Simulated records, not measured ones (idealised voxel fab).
Process module name: voxel self aligned contacts
Cross-section cut: width 240 nm, square cells of 5 nm.
For the purposes of this document, a cross-section shall be understood as a grid of square cells, specified as bands listed in top-to-bottom order, each band consisting of one or more rows of cells.
Top height, bottom height, nm. Materials left to right, width each, nm. Single material + "full width" = fills band edge to edge. "air" = empty.
Heights from 0 (as-received wafer is one material below). Bottom band endless downward, as "0 nm and below".
The notation "30..40" denotes a width that varies across the rows of cells in the band, beginning at the first number in the top row, finishing at the second number in the bottom row, and changing by an identical amount from each row to the next.
"no change" after a step means that no cell of the cross-section changed.
The list in "Sealed cavities" covers empty spaces of 8 cells or more that cannot reach the top through any open way, and it gives each as width x height at distance; the distance is from the left edge, and width, height and distance are in nm.
Read whatever lies past the settings on a step's line as the simulator's own remark about the step.
What "overlay nm" on a step's line means: if the step has a mask, that mask lay this far to the right of its planned place, or, when the value is negative, to the left.
## Listed below are the process steps as planned
1) RECEIVE,material Si
2) OXIDIZE,depth nm 5
3) DIRECTIONAL_DEP,material polySi,thk nm 20
4) DIRECTIONAL_DEP,material SiN,thk nm 15
5) PATTERN,tone cover,mask id GATE,material resist,width nm 30,pitch nm 60,thk nm 20,overlay nm 0
6) DIRECTIONAL_ETCH,etch materials SiN,depth nm 15
7) DIRECTIONAL_ETCH,etch materials polySi,depth nm 20
8) STRIP,etch materials resist
9) CONFORMAL_DEP,material SiN,thk nm 5
10) DIRECTIONAL_ETCH,etch materials SiN,depth nm 5
11) FILL_DEP,material SiO2,thk nm 15
12) CMP,height nm 40
13) PATTERN,tone open,mask id CONTACT,material resist,width nm 40,thk nm 15,overlay nm 0
14) DIRECTIONAL_ETCH,etch materials SiO2,depth nm 45
15) STRIP,etch materials resist
16) CONFORMAL_DEP,material TiN,thk nm 5
17) FILL_DEP,material Ru,thk nm 5
18) CMP,height nm 40
19) CONFORMAL_DEP,material SiCN,thk nm 5
## Received-state cross-section, reflecting completion of step 1
> 0 nm and below | Si full width
> Sealed cavities: none
## Cross-section, first of two wafers, end of module, run as planned
> 45 nm to 40 nm | SiCN full width
> 40 nm to 35 nm | SiO2 (100), then TiN (15), then Ru (10), then TiN (15), then SiO2 (100)
> 35 nm to 20 nm | SiO2 (70), then SiN (40), then TiN (5), then Ru (10), then TiN (5), then SiN (40), then SiO2 (70)
> 20 nm to 0 nm | SiO2 (70), then SiN (5), then polySi (30), then SiN (5), then TiN (5), then Ru (10), then TiN (5), then SiN (5), then polySi (30), then SiN (5), then SiO2 (70)
> 0 nm to -5 nm | SiO2 (110), then TiN (20), then SiO2 (110)
> -5 nm and below | Si full width
> Sealed cavities: none
## Cross-sectional view: second of two wafers, end of module; start and plan identical to the first, one mistake in running
> 45 nm to 40 nm | SiCN full width
> 40 nm to 35 nm | SiO2 (105), then TiN (10), then Ru (10), then TiN (15), then SiO2 (100)
> 35 nm to 20 nm | SiO2 (70), then SiN (40), then TiN (5), then Ru (10), then TiN (5), then SiN (40), then SiO2 (70)
> 20 nm to 0 nm | SiO2 (70), then SiN (5), then polySi (30), then SiN (5), then TiN (5), then Ru (10), then TiN (5), then SiN (5), then polySi (30), then SiN (5), then SiO2 (70)
> 0 nm to -5 nm | SiO2 (110), then TiN (20), then SiO2 (110)
> -5 nm and below | Si full width
> Sealed cavities: none
Misprocessing identified: note that step 13 departed from the planned setting and was carried out as PATTERN,tone open,mask id CONTACT,material resist,width nm 35,thk nm 15,overlay nm 0
Bottom line after processing is that, in cells, the second wafer is up or down on some materials versus the first: SiO2 +1 | TiN -1
